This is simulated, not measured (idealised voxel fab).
Presented below is a process module, voxel gate over fins.
Section shown: cut. Width: 165 nm. Cell size: 5 nm, square.
Think of the cross-section as a grid of square cells. We describe it in bands, top to bottom, and each band covers one or more rows of those cells.
Read a band's entry like this: the first values are the height of its top and the height of its bottom in nm, and what follows is the sequence of materials from left to right, each with its width in nm. Note that "empty" is empty space, and that a single material marked "full width" reaches across the band from edge to edge.
Heights from 0 (as-received wafer is one material below). Bottom band endless downward, as "top 0, no bottom".
The two numbers in a width such as "30 to 40" mark its ends across the band: the first belongs to the top row of cells, the second to the bottom row, and from each row to the next the width moves by the same amount.
What does "changes: none" mean for a step? It means no cell of the cross-section changed in that step.
This entry, "Cavities, closed", enumerates those empty regions of no fewer than 8 cells that possess no open connection to the top. Each region is reported in the form width x height at distance, the distance being taken from the left edge, with all three quantities expressed in nm.
Anything after a step's settings on that line? It's the simulator's own note about the step.
"overlay nm" on a masked step: distance the mask lay right of its planned place, negative for left.
Here's what the planned process steps look like
1) RECEIVE with material Si
2) CONFORMAL_DEP with material SiN, thk nm 5
3) MASKED_ETCH with tone cover, mask id FINS, width nm 15, pitch nm 40, etch materials SiN, depth nm 5, overlay nm 0
4) MASKED_ETCH with tone cover, mask id FINS, width nm 15, pitch nm 40, etch materials Si, depth nm 30, overlay nm 0
5) OXIDIZE with depth nm 5
6) FILL_DEP with material SiO2, thk nm 10
7) CMP with height nm 5
8) SELECTIVE_ETCH with etch materials SiO2, depth nm 15
9) STRIP with etch materials SiN
10) CONFORMAL_DEP with material HfO2, thk nm 5
11) CONFORMAL_DEP with material TiN, thk nm 5
12) CONFORMAL_DEP with material TiAl, thk nm 5
13) CONFORMAL_DEP with material TiN, thk nm 5
14) FILL_DEP with material W, thk nm 10
15) CMP with height nm 25
16) CONFORMAL_DEP with material SiN, thk nm 10
So this is the incoming wafer in cross-section - it's already been through step 1
  top 0, no bottom  Si full width
  Cavities, closed: none
End-of-module cross-section of the first of two wafers, processed as planned
  top 35, bottom 25  SiN full width
  top 25, bottom 20  W full width
  top 20, bottom 15  20 W / 125 TiN / 20 W
  top 15, bottom 10  20 W / 5 TiN / 35 TiAl / 5 TiN / 35 TiAl / 5 TiN / 35 TiAl / 5 TiN / 20 W
  top 10, bottom 5  25 TiN / 5 TiAl / 25 TiN / 5 TiAl / 5 TiN / 5 TiAl / 25 TiN / 5 TiAl / 5 TiN / 5 TiAl / 25 TiN / 5 TiAl / 25 TiN
  top 5, bottom 0  30 TiAl / 5 TiN / 15 HfO2 / 5 TiN / 15 TiAl / 5 TiN / 15 HfO2 / 5 TiN / 15 TiAl / 5 TiN / 15 HfO2 / 5 TiN / 30 TiAl
  top 0, bottom -5  35 TiN / 5 HfO2 / 5 Si / 5 HfO2 / 25 TiN / 5 HfO2 / 5 Si / 5 HfO2 / 25 TiN / 5 HfO2 / 5 Si / 5 HfO2 / 35 TiN
  top -5, bottom -10  40 HfO2 / 5 Si / 35 HfO2 / 5 Si / 35 HfO2 / 5 Si / 40 HfO2
  top -10, bottom -35  40 SiO2 / 5 Si / 35 SiO2 / 5 Si / 35 SiO2 / 5 Si / 40 SiO2
  top -35, no bottom  Si full width
  Cavities, closed: none
Cross-sectional view: second of two wafers, end of module; start and plan identical to the first, one mistake in running
  top 35, bottom 25  SiN full width
  top 25, bottom 15  W full width
  top 15, bottom 10  25 W / 35 TiN / 5 W / 35 TiN / 5 W / 35 TiN / 25 W
  top 10, bottom 5  25 W / 5 TiN / 25 TiAl / 5 TiN / 5 W / 5 TiN / 25 TiAl / 5 TiN / 5 W / 5 TiN / 25 TiAl / 5 TiN / 25 W
  top 5, bottom 0  30 TiN / 5 TiAl / 15 HfO2 / 5 TiAl / 15 TiN / 5 TiAl / 15 HfO2 / 5 TiAl / 15 TiN / 5 TiAl / 15 HfO2 / 5 TiAl / 30 TiN
  top 0, bottom -5  35 TiAl / 5 HfO2 / 5 Si / 5 HfO2 / 25 TiAl / 5 HfO2 / 5 Si / 5 HfO2 / 25 TiAl / 5 HfO2 / 5 Si / 5 HfO2 / 35 TiAl
  top -5, bottom -10  40 HfO2 / 5 Si / 35 HfO2 / 5 Si / 35 HfO2 / 5 Si / 40 HfO2
  top -10, bottom -35  40 SiO2 / 5 Si / 35 SiO2 / 5 Si / 35 SiO2 / 5 Si / 40 SiO2
  top -35, no bottom  Si full width
  Cavities, closed: none
Diagnosis: step 11 from the plan never happened, it was just skipped
Wrapping up, a cell-based count of both wafers puts the second over or under the first for these materials: TiN -41, W +41
